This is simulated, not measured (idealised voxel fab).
Process module, titled voxel released beams
180 nm wide, 5 nm square cells: that's cross-section cut.
We lay out every cross-section as a grid of square cells and spell it out in bands from the top down, where one band means one or more rows of cells. Each band's line starts with the height of the band's top and of its bottom, in nm. Then come its materials from left to right, each with its width in nm. One material with "everywhere" fills the band from edge to edge. "blank" is empty space. Height datum 0, below which the as-received substrate wafer is one material. Lowest band open at the bottom, running downward: "0 nm and below". Width "30..40": first value at the band's top row of cells, second value at its bottom row, equal change from row to row. The designation "no modifications", where it is given for a processing step, indicates that no cell of the cross-section was altered in the course of that step. "Enclosed empty spaces": sealed empty spaces, 8 cells or more, no open way to top, listed width x height at distance, with distance from the left edge and width, height and distance in nm. Where a step's line continues beyond its settings, the continuation is a remark by the simulator itself on that step. overlay nm: where the mask lay relative to plan, measured to the right, on steps with a mask; negatives go left.

Set out below are the planned steps of the process
step 1: RECEIVE | material Si
step 2: CONFORMAL_DEP | material SiN | thk nm 5
step 3: DIRECTIONAL_DEP | material SiO2 | thk nm 15
step 4: DIRECTIONAL_DEP | material aC | thk nm 15
step 5: PATTERN | tone open | mask id ANCHOR | material resist | width nm 15 | thk nm 30 | overlay nm 0
step 6: DIRECTIONAL_ETCH | etch materials aC | depth nm 15
step 7: STRIP | etch materials resist
step 8: DIRECTIONAL_ETCH | etch materials SiO2 | depth nm 15
step 9: STRIP | etch materials aC
step 10: CONFORMAL_DEP | material polySi | thk nm 10
step 11: DIRECTIONAL_DEP | material aC | thk nm 15
step 12: PATTERN | tone cover | mask id BEAM | material resist | width nm 110 | thk nm 30 | overlay nm 0
step 13: DIRECTIONAL_ETCH | etch materials aC | depth nm 15
step 14: STRIP | etch materials resist
step 15: DIRECTIONAL_ETCH | etch materials polySi | depth nm 10
step 16: STRIP | etch materials aC
step 17: STRIP | etch materials SiO2
Split variable: width nm, step 5. Plan value = first wafer. Wafers start alike.

Received wafers, first of several: cross-section after step 1
- 0 nm and below: Si everywhere
- Enclosed empty spaces: none

Last step of the module is step 17; after it, the first of several wafers in cross-section
- 30 nm to 20 nm: blank 30, polySi 110, blank 40
- 20 nm to 5 nm: blank 40, polySi 15, blank 125
- 5 nm to 0 nm: SiN everywhere
- 0 nm and below: Si everywhere
- Enclosed empty spaces: none

The module's end: a cross-section of the last wafer
- 30 nm to 20 nm: blank 30, polySi 10, blank 20, polySi 80, blank 40
- 20 nm to 15 nm: blank 30, polySi 10, blank 20, polySi 10, blank 110
- 15 nm to 5 nm: blank 30, polySi 40, blank 110
- 5 nm to 0 nm: SiN everywhere
- 0 nm and below: Si everywhere
- Enclosed empty spaces: none

Per wafer, end of module: cells gained (+) or lost (-) per material since receipt, then closed voids
width nm 15 | +36 SiN | +53 polySi | Enclosed empty spaces: none
width nm 20 | +36 SiN | +56 polySi | Enclosed empty spaces: none
width nm 25 | +36 SiN | +56 polySi | Enclosed empty spaces: none
width nm 30 | +36 SiN | +56 polySi | Enclosed empty spaces: none
width nm 35 | +36 SiN | +56 polySi | Enclosed empty spaces: none
width nm 40 | +36 SiN | +56 polySi | Enclosed empty spaces: none
